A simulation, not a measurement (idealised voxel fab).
A process module follows: voxel lift off.
We display cut, a cross-section 195 nm in width whose square cells are each 5 nm.
A cross-section in this document is a grid of square cells, and it is written down as bands, the top band listed before the ones below it; a band is made up of one or more rows of cells. Band entry format. Leading values: height of top, height of bottom, nm. Remainder: materials in left-to-right order, each with its width in nm. Special words: "edge to edge" on a single material, which then fills the band edge to edge; "empty", empty space. Basically, 0 is our baseline, since under it the wafer straight out of the box is all one material. The bottom band has no lower end and keeps on going down, so it looks like "0..down". A two-number width, for instance "30 to 40", indicates that the width is equal to the first number in the top row of the band and to the second number in the bottom row, and that it changes by a constant amount per row of cells. "nothing got changed" means the step left every cell of the cross-section as it was. Any empty space of 8 cells or more lacking an open way to the top shows up in "Fully sealed voids" as width x height at distance, distance from the left edge, in nm. Heads up: the bit after the settings on a step's line is the simulator's remark on that step. The optional step-line setting "overlay nm" applies to steps with a mask and quantifies how far to the right of its planned location the mask lay, a negative value indicating leftward placement.
-- List of planned process steps
1. RECEIVE with material Si
2. CONFORMAL_DEP with material SiN, thk nm 10
3. PATTERN with tone open, mask id LINES, material resist, width nm 15, pitch nm 45, thk nm 20, overlay nm -5
4. DIRECTIONAL_DEP with material Ru, thk nm 5
5. STRIP with etch materials resist
6. CONFORMAL_DEP with material SiCN, thk nm 5
The overlay nm used in step 3 is not the same on every wafer, whereas the starting condition is; the value printed in the plan is the first wafer's.
-- After step 1, as received: first of several wafers, cross-section
  0..down  Si edge to edge
  Fully sealed voids: none
-- So in this table every wafer gets its own row, and what you see is where it stands at the end of the module: for each material, how many cells it picked up (+) or gave up (-) since we received it, and after that its closed voids
overlay nm -5, +12 Ru, +47 SiCN, +78 SiN, Fully sealed voids: none
overlay nm 0, +12 Ru, +47 SiCN, +78 SiN, Fully sealed voids: none
overlay nm 5, +12 Ru, +47 SiCN, +78 SiN, Fully sealed voids: none
overlay nm 10, +12 Ru, +47 SiCN, +78 SiN, Fully sealed voids: none
